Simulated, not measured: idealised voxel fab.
Presented below is a process module, voxel gate over fins.
In the cross-section labelled cut, the width is 210 nm and each square cell is 5 nm.
In this document a cross-section is written as a grid of square cells. It is given as a series of bands, listed from the top down, and a band is one or more rows of cells.
Heights first: top, then bottom, in nm. Then materials, left to right, each with a width in nm. "everywhere" on a single material: fills the band edge to edge. "empty": empty space.
Below 0: as-received wafer, all one material; heights counted from there. Lowest band: no bottom, goes on down, written "from 0 down".
A two-number width, for instance "30->40", indicates that the width is equal to the first number in the top row of the band and to the second number in the bottom row, and that it changes by a constant amount per row of cells.
A step reported as "no modifications" is a step in which no cell of the cross-section changed.
Heads up: "Closed cavity list" only lists the empty pockets with no open path to the top that are 8 cells or more, and it writes them as width x height at distance, distance from the left edge, in nm.
What comes after the settings on a step's line is commentary from the simulator itself on that step.
"overlay nm" answers the question of how far to the right of plan the mask lay on a step that has a mask, and when it is negative the answer is to the left.

Set out below are the planned steps of the process:
step 1: RECEIVE | material Si
step 2: CONFORMAL_DEP | material SiN | thk nm 10
step 3: DIRECTIONAL_DEP | material aC | thk nm 15
step 4: PATTERN | tone cover | mask id FINS | material resist | width nm 15 | pitch nm 45 | thk nm 35 | overlay nm 0
step 5: DIRECTIONAL_ETCH | etch materials aC | depth nm 15
step 6: STRIP | etch materials resist
step 7: DIRECTIONAL_ETCH | etch materials SiN | depth nm 10
step 8: DIRECTIONAL_ETCH | etch materials Si | depth nm 35
step 9: STRIP | etch materials aC
step 10: FILL_DEP | material SiO2 | thk nm 15
step 11: CMP | height nm 10
step 12: SELECTIVE_ETCH | etch materials SiO2 | depth nm 25
step 13: STRIP | etch materials SiN
step 14: CONFORMAL_DEP | material HfO2 | thk nm 5
step 15: CONFORMAL_DEP | material TiN | thk nm 5
step 16: CONFORMAL_DEP | material TiAl | thk nm 5
step 17: CONFORMAL_DEP | material TiN | thk nm 5
step 18: FILL_DEP | material W | thk nm 10
step 19: CMP | height nm 25
step 20: CONFORMAL_DEP | material SiCN | thk nm 5

The following pertains to the first of two wafers, which was processed as planned:

Received-state cross-section, reflecting completion of step 1:
from 0 down: Si everywhere
Closed cavity list: none

Cross-section of the wafer after step 2:
from 10 to 0: SiN everywhere
Everything below 0 is unchanged.

Cross-section of the wafer after step 3:
from 25 to 10: aC everywhere
Everything below 10 is unchanged.

Cross-section of the wafer after step 4:
from 60 to 25: empty: 50 | resist: 15 | empty: 30 | resist: 15 | empty: 30 | resist: 15 | empty: 55
Everything below 25 is unchanged.

Cross-section of the wafer after step 5:
from 45 to 25: empty: 50 | resist: 15 | empty: 30 | resist: 15 | empty: 30 | resist: 15 | empty: 55
from 25 to 10: empty: 50 | aC: 15 | empty: 30 | aC: 15 | empty: 30 | aC: 15 | empty: 55
Everything below 10 is unchanged.

Cross-section of the wafer after step 6:
from 25 to 10: empty: 50 | aC: 15 | empty: 30 | aC: 15 | empty: 30 | aC: 15 | empty: 55
Everything below 10 is unchanged.

Cross-section of the wafer after step 7:
from 25 to 10: empty: 50 | aC: 15 | empty: 30 | aC: 15 | empty: 30 | aC: 15 | empty: 55
from 10 to 0: empty: 50 | SiN: 15 | empty: 30 | SiN: 15 | empty: 30 | SiN: 15 | empty: 55
Everything below 0 is unchanged.

Cross-section of the wafer after step 8:
from 25 to 10: empty: 50 | aC: 15 | empty: 30 | aC: 15 | empty: 30 | aC: 15 | empty: 55
from 10 to 0: empty: 50 | SiN: 15 | empty: 30 | SiN: 15 | empty: 30 | SiN: 15 | empty: 55
from 0 to -35: empty: 50 | Si: 15 | empty: 30 | Si: 15 | empty: 30 | Si: 15 | empty: 55
Everything below -35 is unchanged.

Cross-section of the wafer after step 9:
from 10 to 0: empty: 50 | SiN: 15 | empty: 30 | SiN: 15 | empty: 30 | SiN: 15 | empty: 55
Everything below 0 is unchanged.

Cross-section of the wafer after step 10:
from 25 to 10: SiO2 everywhere
from 10 to 0: SiO2: 50 | SiN: 15 | SiO2: 30 | SiN: 15 | SiO2: 30 | SiN: 15 | SiO2: 55
from 0 to -35: SiO2: 50 | Si: 15 | SiO2: 30 | Si: 15 | SiO2: 30 | Si: 15 | SiO2: 55
Everything below -35 is unchanged.

Cross-section of the wafer after step 11:
from 10 to 0: SiO2: 50 | SiN: 15 | SiO2: 30 | SiN: 15 | SiO2: 30 | SiN: 15 | SiO2: 55
Everything below 0 is unchanged.

Cross-section of the wafer after step 12:
from 10 to 0: empty: 50 | SiN: 15 | empty: 30 | SiN: 15 | empty: 30 | SiN: 15 | empty: 55
from 0 to -15: empty: 50 | Si: 15 | empty: 30 | Si: 15 | empty: 30 | Si: 15 | empty: 55
Everything below -15 is unchanged.

Cross-section of the wafer after step 13:
from 0 to -15: empty: 50 | Si: 15 | empty: 30 | Si: 15 | empty: 30 | Si: 15 | empty: 55
Everything below -15 is unchanged.

Cross-section of the wafer after step 14:
from 5 to 0: empty: 45 | HfO2: 25 | empty: 20 | HfO2: 25 | empty: 20 | HfO2: 25 | empty: 50
from 0 to -10: empty: 45 | HfO2: 5 | Si: 15 | HfO2: 5 | empty: 20 | HfO2: 5 | Si: 15 | HfO2: 5 | empty: 20 | HfO2: 5 | Si: 15 | HfO2: 5 | empty: 50
from -10 to -15: HfO2: 50 | Si: 15 | HfO2: 30 | Si: 15 | HfO2: 30 | Si: 15 | HfO2: 55
Everything below -15 is unchanged.

Cross-section of the wafer after step 15:
from 10 to 5: empty: 40 | TiN: 35 | empty: 10 | TiN: 35 | empty: 10 | TiN: 35 | empty: 45
from 5 to 0: empty: 40 | TiN: 5 | HfO2: 25 | TiN: 5 | empty: 10 | TiN: 5 | HfO2: 25 | TiN: 5 | empty: 10 | TiN: 5 | HfO2: 25 | TiN: 5 | empty: 45
from 0 to -5: empty: 40 | TiN: 5 | HfO2: 5 | Si: 15 | HfO2: 5 | TiN: 5 | empty: 10 | TiN: 5 | HfO2: 5 | Si: 15 | HfO2: 5 | TiN: 5 | empty: 10 | TiN: 5 | HfO2: 5 | Si: 15 | HfO2: 5 | TiN: 5 | empty: 45
from -5 to -10: TiN: 45 | HfO2: 5 | Si: 15 | HfO2: 5 | TiN: 20 | HfO2: 5 | Si: 15 | HfO2: 5 | TiN: 20 | HfO2: 5 | Si: 15 | HfO2: 5 | TiN: 50
Everything below -10 is unchanged.

Cross-section of the wafer after step 16:
from 15 to 10: empty: 35 | TiAl: 135 | empty: 40
from 10 to 5: empty: 35 | TiAl: 5 | TiN: 35 | TiAl: 10 | TiN: 35 | TiAl: 10 | TiN: 35 | TiAl: 5 | empty: 40
from 5 to 0: empty: 35 | TiAl: 5 | TiN: 5 | HfO2: 25 | TiN: 5 | TiAl: 10 | TiN: 5 | HfO2: 25 | TiN: 5 | TiAl: 10 | TiN: 5 | HfO2: 25 | TiN: 5 | TiAl: 5 | empty: 40
from 0 to -5: TiAl: 40 | TiN: 5 | HfO2: 5 | Si: 15 | HfO2: 5 | TiN: 5 | TiAl: 10 | TiN: 5 | HfO2: 5 | Si: 15 | HfO2: 5 | TiN: 5 | TiAl: 10 | TiN: 5 | HfO2: 5 | Si: 15 | HfO2: 5 | TiN: 5 | TiAl: 45
Everything below -5 is unchanged.

Cross-section of the wafer after step 17:
from 20 to 15: empty: 30 | TiN: 145 | empty: 35
from 15 to 10: empty: 30 | TiN: 5 | TiAl: 135 | TiN: 5 | empty: 35
from 10 to 5: empty: 30 | TiN: 5 | TiAl: 5 | TiN: 35 | TiAl: 10 | TiN: 35 | TiAl: 10 | TiN: 35 | TiAl: 5 | TiN: 5 | empty: 35
from 5 to 0: TiN: 35 | TiAl: 5 | TiN: 5 | HfO2: 25 | TiN: 5 | TiAl: 10 | TiN: 5 | HfO2: 25 | TiN: 5 | TiAl: 10 | TiN: 5 | HfO2: 25 | TiN: 5 | TiAl: 5 | TiN: 40
Everything below 0 is unchanged.

Cross-section of the wafer after step 18:
from 30 to 20: W everywhere
from 20 to 15: W: 30 | TiN: 145 | W: 35
from 15 to 10: W: 30 | TiN: 5 | TiAl: 135 | TiN: 5 | W: 35
from 10 to 5: W: 30 | TiN: 5 | TiAl: 5 | TiN: 35 | TiAl: 10 | TiN: 35 | TiAl: 10 | TiN: 35 | TiAl: 5 | TiN: 5 | W: 35
Everything below 5 is unchanged.

Cross-section of the wafer after step 19:
from 25 to 20: W everywhere
Everything below 20 is unchanged.

Cross-section of the wafer after step 20:
from 30 to 25: SiCN everywhere
Everything below 25 is unchanged.

For the second wafer, take the first wafer's start and plan, then add one mistake made in running it; everything through step 16, that step included, is shared with the first:

Cross-section of the second wafer at the time by which step 17 should have been completed according to the plan:
from 30 to 15: empty: 20 | TiN: 165 | empty: 25
from 15 to 10: TiN: 35 | TiAl: 135 | TiN: 40
from 10 to 5: TiN: 35 | TiAl: 5 | TiN: 35 | TiAl: 10 | TiN: 35 | TiAl: 10 | TiN: 35 | TiAl: 5 | TiN: 40
from 5 to 0: TiN: 35 | TiAl: 5 | TiN: 5 | HfO2: 25 | TiN: 5 | TiAl: 10 | TiN: 5 | HfO2: 25 | TiN: 5 | TiAl: 10 | TiN: 5 | HfO2: 25 | TiN: 5 | TiAl: 5 | TiN: 40
Everything below 0 is unchanged.

Cross-section of the second wafer at the time by which step 18 should have been completed according to the plan:
from 40 to 30: W everywhere
from 30 to 15: W: 20 | TiN: 165 | W: 25
Everything below 15 is unchanged.

Cross-section of the second wafer at the time by which step 19 should have been completed according to the plan:
from 25 to 15: W: 20 | TiN: 165 | W: 25
Everything below 15 is unchanged.

Cross-section of the second wafer at the time by which step 20 should have been completed according to the plan:
from 30 to 25: SiCN everywhere
Everything below 25 is unchanged.
What broke from the plan during processing? step 17 was run on a setting that differed from the plan, and what really ran there is CONFORMAL_DEP | material TiN | thk nm 15
Once processing is complete, comparing cell counts shows that the second wafer has more or fewer of certain materials than the first: 63 more of TiN; 63 fewer of W
